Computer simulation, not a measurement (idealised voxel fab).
process module | voxel self aligned contacts
cross-section cut | 270 nm wide | cells 5 nm
A cross-section is a grid of square cells, given in bands from the top down. A band is one or more rows of cells.
Each band's line starts with the height of the band's top and of its bottom, in nm. Then come its materials from left to right, each with its width in nm. One material with "throughout" fills the band from edge to edge. "air" is empty space.
Height 0 is the level under which the wafer as received is all one material. The lowest band goes on downwards, as in "0 down".
A width such as "30 to 40" changes by the same amount from each row of cells to the next, from the band's top row to its bottom row.
"no change" after a step means that no cell of the cross-section changed.
closed voids: empty space of 8 cells or more with no open way to the top, each as width x height at its distance from the left edge, in nm
after a step's settings: what the simulator itself notes on the step
overlay nm, on a step with a mask: how far to the right of its planned place the mask lay; to the left if negative
plan
1 op RECEIVE | material Si
2 op CONFORMAL_DEP | material SiO2 | thk nm 5
3 op DIRECTIONAL_DEP | material polySi | thk nm 25
4 op DIRECTIONAL_DEP | material SiN | thk nm 25
5 op DIRECTIONAL_DEP | material aC | thk nm 10
6 op PATTERN | tone cover | mask id GATE | material resist | width nm 30 | pitch nm 75 | thk nm 25 | overlay nm 0
7 op DIRECTIONAL_ETCH | etch materials aC | depth nm 10
8 op STRIP | etch materials resist
9 op DIRECTIONAL_ETCH | etch materials SiN | depth nm 25
10 op DIRECTIONAL_ETCH | etch materials polySi | depth nm 25
11 op STRIP | etch materials aC
12 op CONFORMAL_DEP | material SiN | thk nm 10
13 op DIRECTIONAL_ETCH | etch materials SiN | depth nm 10
14 op FILL_DEP | material SiO2 | thk nm 10
15 op CMP | height nm 60
16 op DIRECTIONAL_DEP | material aC | thk nm 10
17 op PATTERN | tone open | mask id CONTACT | material resist | width nm 55 | thk nm 30 | overlay nm 0
18 op DIRECTIONAL_ETCH | etch materials aC | depth nm 10
19 op STRIP | etch materials resist
20 op DIRECTIONAL_ETCH | etch materials SiO2 | depth nm 60
21 op STRIP | etch materials aC
22 op CONFORMAL_DEP | material TiN | thk nm 5
23 op FILL_DEP | material W | thk nm 5
24 op CMP | height nm 60
25 op CONFORMAL_DEP | material SiCN | thk nm 5
first wafer, as planned
as received, after step 1
  0 down: Si throughout
  closed voids: none
after step 2
  5 to 0: SiO2 throughout
  below 0: unchanged
after step 3
  30 to 5: polySi throughout
  below 5: unchanged
after step 4
  55 to 30: SiN throughout
  below 30: unchanged
after step 5
  65 to 55: aC throughout
  below 55: unchanged
after step 6
  90 to 65: air 80 | resist 30 | air 45 | resist 30 | air 85
  below 65: unchanged
after step 7
  80 to 65: air 80 | resist 30 | air 45 | resist 30 | air 85
  65 to 55: air 80 | aC 30 | air 45 | aC 30 | air 85
  below 55: unchanged
after step 8
  65 to 55: air 80 | aC 30 | air 45 | aC 30 | air 85
  below 55: unchanged
after step 9
  65 to 55: air 80 | aC 30 | air 45 | aC 30 | air 85
  55 to 30: air 80 | SiN 30 | air 45 | SiN 30 | air 85
  below 30: unchanged
after step 10
  65 to 55: air 80 | aC 30 | air 45 | aC 30 | air 85
  55 to 30: air 80 | SiN 30 | air 45 | SiN 30 | air 85
  30 to 5: air 80 | polySi 30 | air 45 | polySi 30 | air 85
  below 5: unchanged
after step 11
  55 to 30: air 80 | SiN 30 | air 45 | SiN 30 | air 85
  below 30: unchanged
after step 12
  65 to 30: air 70 | SiN 50 | air 25 | SiN 50 | air 75
  30 to 15: air 70 | SiN 10 | polySi 30 | SiN 10 | air 25 | SiN 10 | polySi 30 | SiN 10 | air 75
  15 to 5: SiN 80 | polySi 30 | SiN 45 | polySi 30 | SiN 85
  below 5: unchanged
after step 13
  55 to 30: air 70 | SiN 50 | air 25 | SiN 50 | air 75
  30 to 5: air 70 | SiN 10 | polySi 30 | SiN 10 | air 25 | SiN 10 | polySi 30 | SiN 10 | air 75
  below 5: unchanged
after step 14
  65 to 55: SiO2 throughout
  55 to 30: SiO2 70 | SiN 50 | SiO2 25 | SiN 50 | SiO2 75
  30 to 5: SiO2 70 | SiN 10 | polySi 30 | SiN 10 | SiO2 25 | SiN 10 | polySi 30 | SiN 10 | SiO2 75
  below 5: unchanged
after step 15
  60 to 55: SiO2 throughout
  below 55: unchanged
after step 16
  70 to 60: aC throughout
  below 60: unchanged
after step 17
  100 to 70: resist 105 | air 55 | resist 110
  below 70: unchanged
after step 18
  90 to 70: resist 105 | air 55 | resist 110
  70 to 60: aC 105 | air 55 | aC 110
  below 60: unchanged
after step 19
  70 to 60: aC 105 | air 55 | aC 110
  below 60: unchanged
after step 20
  70 to 60: aC 105 | air 55 | aC 110
  60 to 55: SiO2 105 | air 55 | SiO2 110
  55 to 30: SiO2 70 | SiN 50 | air 25 | SiN 50 | SiO2 75
  30 to 5: SiO2 70 | SiN 10 | polySi 30 | SiN 10 | air 25 | SiN 10 | polySi 30 | SiN 10 | SiO2 75
  5 to 0: SiO2 120 | air 25 | SiO2 125
  below 0: unchanged
after step 21
  60 to 55: SiO2 105 | air 55 | SiO2 110
  below 55: unchanged
after step 22
  65 to 60: TiN 110 | air 45 | TiN 115
  60 to 55: SiO2 105 | TiN 20 | air 15 | TiN 20 | SiO2 110
  55 to 30: SiO2 70 | SiN 50 | TiN 5 | air 15 | TiN 5 | SiN 50 | SiO2 75
  30 to 5: SiO2 70 | SiN 10 | polySi 30 | SiN 10 | TiN 5 | air 15 | TiN 5 | SiN 10 | polySi 30 | SiN 10 | SiO2 75
  5 to 0: SiO2 120 | TiN 25 | SiO2 125
  below 0: unchanged
after step 23
  70 to 65: W throughout
  65 to 60: TiN 110 | W 45 | TiN 115
  60 to 55: SiO2 105 | TiN 20 | W 15 | TiN 20 | SiO2 110
  55 to 30: SiO2 70 | SiN 50 | TiN 5 | W 15 | TiN 5 | SiN 50 | SiO2 75
  30 to 5: SiO2 70 | SiN 10 | polySi 30 | SiN 10 | TiN 5 | W 15 | TiN 5 | SiN 10 | polySi 30 | SiN 10 | SiO2 75
  below 5: unchanged
after step 24
  60 to 55: SiO2 105 | TiN 20 | W 15 | TiN 20 | SiO2 110
  below 55: unchanged
after step 25
  65 to 60: SiCN throughout
  below 60: unchanged
second wafer: like start, like plan, one mistake. Through step 3 it matches the first wafer
when step 4 should have ended
  80 to 30: SiN throughout
  below 30: unchanged
when step 5 should have ended
  90 to 80: aC throughout
  below 80: unchanged
when step 6 should have ended
  115 to 90: air 80 | resist 30 | air 45 | resist 30 | air 85
  below 90: unchanged
when step 7 should have ended
  105 to 90: air 80 | resist 30 | air 45 | resist 30 | air 85
  90 to 80: air 80 | aC 30 | air 45 | aC 30 | air 85
  below 80: unchanged
when step 8 should have ended
  90 to 80: air 80 | aC 30 | air 45 | aC 30 | air 85
  below 80: unchanged
when step 9 should have ended
  90 to 80: air 80 | aC 30 | air 45 | aC 30 | air 85
  80 to 55: air 80 | SiN 30 | air 45 | SiN 30 | air 85
  below 55: unchanged
when step 10 should have ended: no change
when step 11 should have ended
  80 to 55: air 80 | SiN 30 | air 45 | SiN 30 | air 85
  below 55: unchanged
when step 12 should have ended
  90 to 65: air 70 | SiN 50 | air 25 | SiN 50 | air 75
  65 to 30: SiN throughout
  below 30: unchanged
when step 13 should have ended
  80 to 55: air 70 | SiN 50 | air 25 | SiN 50 | air 75
  below 55: unchanged
when step 14 should have ended
  90 to 80: SiO2 throughout
  80 to 55: SiO2 70 | SiN 50 | SiO2 25 | SiN 50 | SiO2 75
  below 55: unchanged
when step 15 should have ended
  60 to 55: SiO2 70 | SiN 50 | SiO2 25 | SiN 50 | SiO2 75
  below 55: unchanged
when step 16 should have ended
  70 to 60: aC throughout
  below 60: unchanged
when step 17 should have ended
  100 to 70: resist 105 | air 55 | resist 110
  below 70: unchanged
when step 18 should have ended
  90 to 70: resist 105 | air 55 | resist 110
  70 to 60: aC 105 | air 55 | aC 110
  below 60: unchanged
when step 19 should have ended
  70 to 60: aC 105 | air 55 | aC 110
  below 60: unchanged
when step 20 should have ended
  70 to 60: aC 105 | air 55 | aC 110
  60 to 55: SiO2 70 | SiN 50 | air 25 | SiN 50 | SiO2 75
  below 55: unchanged
when step 21 should have ended
  60 to 55: SiO2 70 | SiN 50 | air 25 | SiN 50 | SiO2 75
  below 55: unchanged
when step 22 should have ended
  65 to 60: TiN 125 | air 15 | TiN 130
  60 to 55: SiO2 70 | SiN 50 | TiN 25 | SiN 50 | SiO2 75
  below 55: unchanged
when step 23 should have ended
  70 to 65: W throughout
  65 to 60: TiN 125 | W 15 | TiN 130
  below 60: unchanged
when step 24 should have ended
  60 to 55: SiO2 70 | SiN 50 | TiN 25 | SiN 50 | SiO2 75
  below 55: unchanged
when step 25 should have ended
  65 to 60: SiCN throughout
  below 60: unchanged
what went wrong: step 4 was run twice
at the end the second wafer has, in cells: 150 more of SiN | 299 fewer of SiO2 | 28 fewer of TiN | 33 fewer of W | 210 more of polySi
